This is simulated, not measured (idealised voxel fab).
You're looking at the process module voxel trench capacitor.
Cross-section cut: width 200 nm, square cells of 5 nm.
A cross-section is written here as square cells arranged in a grid, and it is given in bands from the top down, each band taking up one or more rows of cells. Within each band entry, the heights of the top and of the bottom of the band appear first, in that order and in nm; the materials of the band then follow from left to right, each with its corresponding width in nm. The designation "all across" on a single material indicates that it fills the band from edge to edge; the designation "blank" indicates empty space. Heights are measured from 0, the level below which the as-received wafer is all one material; the lowest band has no bottom and continues downward, written as in "top 0, no bottom". The expression "30..40" gives the width at the extremes of the band, the first number at its top row of cells and the second at its bottom row, with the width changing by equal amounts from each row to the next in between. You'll sometimes find "same as before" written for a step, and that's the way of saying that nowhere in the cross-section did a cell change during that step. Heads up: "Trapped voids" only lists the empty pockets with no open path to the top that are 8 cells or more, and it writes them as width x height at distance, distance from the left edge, in nm. That trailing text on a step's line, after the settings, is the simulator's own remark on the step. If you see "overlay nm" on a step's line and that step has a mask, it's telling you how far right of where it was planned the mask ended up; a negative number means it went left instead.
### The planned process steps are enumerated hereunder
1 RECEIVE | material Si
2 CONFORMAL_DEP | material SiN | thk nm 5
3 MASKED_ETCH | tone open | mask id TRENCH | width nm 15 | pitch nm 45 | etch materials SiN | depth nm 5 | overlay nm 0
4 MASKED_ETCH | tone open | mask id TRENCH | width nm 15 | pitch nm 45 | etch materials Si | depth nm 40 | overlay nm 0
5 CONFORMAL_DEP | material SiO2 | thk nm 5
6 FILL_DEP | material polySi | thk nm 5
7 CMP | height nm 5
### As received (post step 1): cross-section
- top 0, no bottom = Si all across
- Trapped voids: none
### First wafer of two, sectioned at end of module; run went per plan
- top 5, bottom 0 = 45 nm SiN; 5 nm SiO2; 5 nm polySi; 5 nm SiO2; 30 nm SiN; 5 nm SiO2; 5 nm polySi; 5 nm SiO2; 30 nm SiN; 5 nm SiO2; 5 nm polySi; 5 nm SiO2; 50 nm SiN
- top 0, bottom -35 = 45 nm Si; 5 nm SiO2; 5 nm polySi; 5 nm SiO2; 30 nm Si; 5 nm SiO2; 5 nm polySi; 5 nm SiO2; 30 nm Si; 5 nm SiO2; 5 nm polySi; 5 nm SiO2; 50 nm Si
- top -35, bottom -40 = 45 nm Si; 15 nm SiO2; 30 nm Si; 15 nm SiO2; 30 nm Si; 15 nm SiO2; 50 nm Si
- top -40, no bottom = Si all across
- Trapped voids: none
### Cross-section, wafer two of two, end of module: same start and plan as wafer one, one error in execution
- top 5, bottom 0 = 45 nm SiN; 5 nm SiO2; 5 nm polySi; 5 nm SiO2; 30 nm SiN; 5 nm SiO2; 5 nm polySi; 5 nm SiO2; 30 nm SiN; 5 nm SiO2; 5 nm polySi; 5 nm SiO2; 50 nm SiN
- top 0, bottom -45 = 45 nm Si; 5 nm SiO2; 5 nm polySi; 5 nm SiO2; 30 nm Si; 5 nm SiO2; 5 nm polySi; 5 nm SiO2; 30 nm Si; 5 nm SiO2; 5 nm polySi; 5 nm SiO2; 50 nm Si
- top -45, bottom -50 = 45 nm Si; 15 nm SiO2; 30 nm Si; 15 nm SiO2; 30 nm Si; 15 nm SiO2; 50 nm Si
- top -50, no bottom = Si all across
- Trapped voids: none
What went wrong in running the wafer? step 4 ran differently from the plan; actual operation with settings: MASKED_ETCH | tone open | mask id TRENCH | width nm 15 | pitch nm 45 | etch materials Si | depth nm 50 | overlay nm 0
Final tally in cells, some materials are higher or lower on the second wafer than on the first: Si: 18 fewer; SiO2: 12 more; polySi: 6 more
